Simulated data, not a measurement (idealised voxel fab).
The document below concerns the process module designated voxel released beams.
Section shown: cut. Width: 225 nm. Cell size: 5 nm, square.
A cross-section is a grid of square cells, given in bands from the top down. A band is one or more rows of cells.
For a band, the entry starts with two heights in nm, that of the top and then that of the bottom, and carries on with the band's materials in order from left to right, each alongside its width in nm; the word "throughout" beside a single material means it fills the band edge to edge, and "blank" means empty space.
Where do heights start? At 0: under that level the wafer as delivered is made of one material only. And the lowest band has no floor; it just carries on downward, as in "0 nm and below".
Width: "30..40" (first number = top row, second number = bottom row, same change from row to row of cells).
Reading "remained unchanged" for a step: not a cell of the cross-section changed in it.
Basically, "Closed cavities" tells you about the enclosed voids: empty spaces with no open way to the top, 8 cells or bigger, each written width x height at distance, where distance is from the left edge, all in nm.
It should be noted that, on the line of a given step, the content following the step's settings is a remark produced by the simulator itself with respect to that step.
"overlay nm", when on a step's line for a step with a mask, measures how far to the right of its planned place the mask lay; a negative measure means to the left.

**These are the steps we planned for the process**
1. RECEIVE [material Si]
2. CONFORMAL_DEP [material SiN] [thk nm 5]
3. DIRECTIONAL_DEP [material SiO2] [thk nm 10]
4. DIRECTIONAL_DEP [material aC] [thk nm 15]
5. PATTERN [tone open] [mask id ANCHOR] [material resist] [width nm 45] [thk nm 35] [overlay nm 0]
6. DIRECTIONAL_ETCH [etch materials aC] [depth nm 15]
7. STRIP [etch materials resist]
8. DIRECTIONAL_ETCH [etch materials SiO2] [depth nm 10]
9. STRIP [etch materials aC]
10. CONFORMAL_DEP [material TiN] [thk nm 15]
11. PATTERN [tone cover] [mask id BEAM] [material resist] [width nm 90] [thk nm 20] [overlay nm 0]
12. DIRECTIONAL_ETCH [etch materials TiN] [depth nm 15]
13. STRIP [etch materials resist]
14. STRIP [etch materials SiO2]
The wafers in this document start out alike and differ in the thk nm applied at step 2; the plan shows the value used for the first wafer.

**Cross-section, first of several wafers, as delivered after step 1**
    0 nm and below = Si throughout
    Closed cavities: none

**End-of-module cross-section, first of several wafers, after last step 14**
    30 nm to 20 nm = 65 nm blank / 20 nm TiN / 15 nm blank / 55 nm TiN / 70 nm blank
    20 nm to 15 nm = 65 nm blank / 90 nm TiN / 70 nm blank
    15 nm to 5 nm = 70 nm blank / 45 nm TiN / 110 nm blank
    5 nm to 0 nm = SiN throughout
    0 nm and below = Si throughout
    Closed cavities: none

**Cross-section of the final wafer among several, taken at the end of the module**
    45 nm to 35 nm = 65 nm blank / 20 nm TiN / 15 nm blank / 55 nm TiN / 70 nm blank
    35 nm to 30 nm = 65 nm blank / 90 nm TiN / 70 nm blank
    30 nm to 20 nm = 70 nm blank / 45 nm TiN / 110 nm blank
    20 nm to 0 nm = SiN throughout
    0 nm and below = Si throughout
    Closed cavities: none

**Here is how to read the rows: every wafer has a row, and it shows the wafer at the end of the module, giving for each material how many cells were gained (+) or lost (-) since the wafer was received, then listing its closed voids**
thk nm 5 | +45 SiN | +66 TiN | Closed cavities: none
thk nm 10 | +90 SiN | +66 TiN | Closed cavities: none
thk nm 15 | +135 SiN | +66 TiN | Closed cavities: none
thk nm 20 | +180 SiN | +66 TiN | Closed cavities: none
